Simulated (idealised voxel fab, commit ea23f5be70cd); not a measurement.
This section sets out a process module, namely voxel lift off.
This is section cut - it's 140 nm across, gridded in 5 nm square cells.
Square cells in a grid make up a cross-section in this document, and the grid is given as bands, listed from the top down, each one or more rows of cells.
Heights first: top, then bottom, in nm. Then materials, left to right, each with a width in nm. "everywhere" on a single material: fills the band edge to edge. "air": empty space.
We count height from 0. Below that, the starting wafer is all one material. The lowest band never ends at the bottom but goes on down; see "0..down" for how that is written.
You'd read "30->40" like this: the band's top row of cells is as wide as the first number, its bottom row is as wide as the second, and going down, every row changes width by the same amount as the row before did.
Given "nothing altered" for a step, no cell of the cross-section differs between before and after that step.
The entry "Sealed internal voids" lists the empty spaces that cover at least 8 cells and have no open path to the top. Each is written as width x height at distance, where the distance is measured from the left edge and all three values are in nm.
Formally, on a step line, whatever follows the settings is a remark that the simulator itself makes on the step.
overlay nm: mask offset rightward from planned place, masked step; negative means leftward offset.

## The process steps that were planned are listed below
step 1: RECEIVE [material Si]
step 2: CONFORMAL_DEP [material Al2O3] [thk nm 10]
step 3: PATTERN [tone open] [mask id LINES] [material resist] [width nm 20] [pitch nm 35] [thk nm 25] [overlay nm 0]
step 4: DIRECTIONAL_DEP [material Ru] [thk nm 10]
step 5: STRIP [etch materials resist]
step 6: CONFORMAL_DEP [material SiCN] [thk nm 10]

## Wafer at receipt (post step 1), cross-section
> 0..down | Si everywhere
> Sealed internal voids: none

## Wafer cross-section at module end: first of two, run to plan
> 30..20 | 30 nm air, 75 nm SiCN, 35 nm air
> 20..10 | 40 nm SiCN, 20 nm Ru, 15 nm SiCN, 20 nm Ru, 45 nm SiCN
> 10..0 | Al2O3 everywhere
> 0..down | Si everywhere
> Sealed internal voids: none

## The second wafer, shown in cross-section after the module: started the same way as the first and given the same plan, yet one mistake crept into how it was run
> 30..20 | 35 nm air, 70 nm SiCN, 35 nm air
> 20..10 | 45 nm SiCN, 15 nm Ru, 20 nm SiCN, 15 nm Ru, 45 nm SiCN
> 10..0 | Al2O3 everywhere
> 0..down | Si everywhere
> Sealed internal voids: none
Which mistake was made when the wafer was run? the process deviated at step 3: the operation and settings actually run there were PATTERN [tone open] [mask id LINES] [material resist] [width nm 15] [pitch nm 35] [thk nm 25] [overlay nm 0]
In the final state, the cell counts of the second wafer exceed or fall short of those of the first for the following materials: Ru: 4 fewer; SiCN: 2 more
